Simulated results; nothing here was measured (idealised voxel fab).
The name of this process module is voxel self aligned vias.
Cross-section cut spans 235 nm and uses square cells 5 nm in size.
Bands, listed from the top down, are how a cross-section gets written in this document; the cross-section itself is a grid of square cells, and a band is one or more rows of them. Band: top and bottom heights (nm) first, top before bottom; then materials from left to right, widths in nm. "full width" marks a sole material filling the band edge to edge. "air" denotes empty space. Measure heights from 0. That's the level where, below it, the as-received wafer is all one material. The lowest band is bottomless and extends downward; write it as in "0 -> down". Read "30 to 40" as a graded width: first number on top, second number at the bottom, same change between each pair of neighbouring rows. Basically "everything unchanged" means that step didn't change any cell in the cross-section. Any empty space of 8 cells or more lacking an open way to the top shows up in "Enclosed internal cavities" as width x height at distance, distance from the left edge, in nm. after a step's settings: what the simulator itself notes on the step. The line of a step may include "overlay nm". On a step with a mask, this value is how far to the right of its planned place the mask lay. A negative value means the mask lay to the left.

**Process steps - plan**
1 RECEIVE [material Si]
2 CONFORMAL_DEP [material SiO2] [thk nm 15]
3 CONFORMAL_DEP [material SiCN] [thk nm 5]
4 DIRECTIONAL_DEP [material SiO2] [thk nm 30]
5 MASKED_ETCH [tone open] [mask id LINES] [width nm 30] [pitch nm 65] [etch materials SiO2] [depth nm 30] [overlay nm 0]
6 CONFORMAL_DEP [material TiN] [thk nm 5]
7 FILL_DEP [material Ru] [thk nm 10]
8 CMP [height nm 50]
9 SELECTIVE_ETCH [etch materials W Ru TiN] [depth nm 5]
10 FILL_DEP [material SiN] [thk nm 5]
11 CMP [height nm 50]
12 DIRECTIONAL_DEP [material SiO2] [thk nm 20]
13 DIRECTIONAL_DEP [material aC] [thk nm 10]
14 PATTERN [tone open] [mask id VIAS] [material resist] [width nm 40] [pitch nm 65] [thk nm 25] [overlay nm 0]
15 DIRECTIONAL_ETCH [etch materials aC] [depth nm 10]
16 STRIP [etch materials resist]
17 DIRECTIONAL_ETCH [etch materials SiO2] [depth nm 20]
18 DIRECTIONAL_ETCH [etch materials SiN] [depth nm 5]
19 STRIP [etch materials aC]
20 CONFORMAL_DEP [material TiN] [thk nm 5]
21 FILL_DEP [material W] [thk nm 5]
22 CMP [height nm 70]
23 CONFORMAL_DEP [material SiN] [thk nm 5]

**Wafer at receipt (post step 1), cross-section**
0 -> down | Si full width
Enclosed internal cavities: none

**Same starting wafer, same plan as above, one mistake in the execution; this is the cross-section at the end of the module**
75 -> 70 | SiN full width
70 -> 50 | SiO2: 65; TiN: 5; W: 30; TiN: 5; SiO2: 25; TiN: 5; W: 30; TiN: 5; SiO2: 65
50 -> 45 | SiN: 65; TiN: 40; SiN: 25; TiN: 40; SiN: 65
45 -> 40 | SiO2: 70; SiN: 30; SiO2: 35; SiN: 30; SiO2: 70
40 -> 25 | SiO2: 70; TiN: 5; Ru: 20; TiN: 5; SiO2: 35; TiN: 5; Ru: 20; TiN: 5; SiO2: 70
25 -> 20 | SiO2: 70; TiN: 30; SiO2: 35; TiN: 30; SiO2: 70
20 -> 15 | SiCN full width
15 -> 0 | SiO2 full width
0 -> down | Si full width
Enclosed internal cavities: none
What was the processing mistake? contrary to plan, step 8 was performed as CMP [height nm 45]
